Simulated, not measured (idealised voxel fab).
process module | voxel capacitor over wiring
cross-section cut | 215 nm wide | cells 5 nm
A cross-section is a grid of square cells, given in bands from the top down. A band is one or more rows of cells.
Each band's line starts with the height of the band's top and of its bottom, in nm. Then come its materials from left to right, each with its width in nm. One material with "throughout" fills the band from edge to edge. "air" is empty space.
Height 0 is the level under which the wafer as received is all one material. The lowest band goes on downwards, as in "0 down".
A width such as "30 to 40" changes by the same amount from each row of cells to the next, from the band's top row to its bottom row.
"no change" after a step means that no cell of the cross-section changed.
closed voids: empty space of 8 cells or more with no open way to the top, each as width x height at its distance from the left edge, in nm
after a step's settings: what the simulator itself notes on the step
overlay nm, on a step with a mask: how far to the right of its planned place the mask lay; to the left if negative
plan
1 op RECEIVE | material Si
2 op CONFORMAL_DEP | material SiO2 | thk nm 15
3 op CONFORMAL_DEP | material SiN | thk nm 5
4 op DIRECTIONAL_DEP | material lowk | thk nm 25
5 op DIRECTIONAL_DEP | material aC | thk nm 10
6 op PATTERN | tone open | mask id METAL_1 | material resist | width nm 25 | pitch nm 75 | thk nm 30 | overlay nm 0
7 op DIRECTIONAL_ETCH | etch materials aC | depth nm 10
8 op STRIP | etch materials resist
9 op DIRECTIONAL_ETCH | etch materials lowk | depth nm 25
10 op DIRECTIONAL_ETCH | etch materials SiN | depth nm 5
11 op STRIP | etch materials aC
12 op CONFORMAL_DEP | material TiN | thk nm 5
13 op FILL_DEP | material W | thk nm 10
14 op CMP | height nm 45
15 op EPI | material Ru | thk nm 5
16 op FILL_DEP | material SiCN | thk nm 5
17 op DIRECTIONAL_DEP | material SiO2 | thk nm 20
18 op PATTERN | tone open | mask id PLUG_1 | material resist | width nm 15 | thk nm 20 | overlay nm 0
19 op DIRECTIONAL_ETCH | etch materials SiO2 | depth nm 20
20 op DIRECTIONAL_ETCH | etch materials SiCN | depth nm 5
21 op STRIP | etch materials resist
22 op CONFORMAL_DEP | material TiN | thk nm 5
23 op FILL_DEP | material Cu | thk nm 5
24 op CMP | height nm 75
25 op DIRECTIONAL_DEP | material TiN | thk nm 10
26 op DIRECTIONAL_DEP | material HfO2 | thk nm 5
27 op DIRECTIONAL_DEP | material TiN | thk nm 10
28 op MASKED_ETCH | tone cover | mask id UPPER_PLATE | width nm 55 | etch materials TiN | depth nm 10 | overlay nm 0
29 op MASKED_ETCH | tone cover | mask id UPPER_PLATE | width nm 55 | etch materials HfO2 | depth nm 5 | overlay nm -15
30 op PATTERN | tone cover | mask id LOWER_PLATE | material resist | width nm 65 | thk nm 20 | overlay nm 0
31 op DIRECTIONAL_ETCH | etch materials TiN | depth nm 10
32 op STRIP | etch materials resist
33 op FILL_DEP | material SiO2 | thk nm 15
34 op CMP | height nm 110
35 op MASKED_ETCH | tone open | mask id PLUG_2 | width nm 15 | etch materials SiO2 | depth nm 10 | overlay nm 0
36 op CONFORMAL_DEP | material TiN | thk nm 5
37 op FILL_DEP | material Ru | thk nm 10
38 op CMP | height nm 110
39 op CONFORMAL_DEP | material SiN | thk nm 5
varied across the wafers: overlay nm of step 29. The plan shows the first wafer's value. All wafers start alike
first wafer as received, after step 1
  0 down: Si throughout
  closed voids: none
each wafer at the end: cells of each material gained (+) or lost (-) since it was received, then its closed voids
overlay nm -15 | +4 Cu | +14 HfO2 | +15 Ru | +69 SiCN | +76 SiN | +518 SiO2 | +98 TiN | +30 W | +165 lowk | closed voids: none
overlay nm -10 | +4 Cu | +13 HfO2 | +15 Ru | +69 SiCN | +76 SiN | +521 SiO2 | +96 TiN | +30 W | +165 lowk | closed voids: none
overlay nm -5 | +4 Cu | +12 HfO2 | +15 Ru | +69 SiCN | +76 SiN | +524 SiO2 | +94 TiN | +30 W | +165 lowk | closed voids: none
overlay nm 0 | +4 Cu | +11 HfO2 | +15 Ru | +69 SiCN | +76 SiN | +525 SiO2 | +94 TiN | +30 W | +165 lowk | closed voids: none
overlay nm 5 | +4 Cu | +12 HfO2 | +15 Ru | +69 SiCN | +76 SiN | +524 SiO2 | +94 TiN | +30 W | +165 lowk | closed voids: none
overlay nm 10 | +4 Cu | +13 HfO2 | +15 Ru | +69 SiCN | +76 SiN | +521 SiO2 | +96 TiN | +30 W | +165 lowk | closed voids: none
overlay nm 15 | +4 Cu | +14 HfO2 | +15 Ru | +69 SiCN | +76 SiN | +518 SiO2 | +98 TiN | +30 W | +165 lowk | closed voids: none
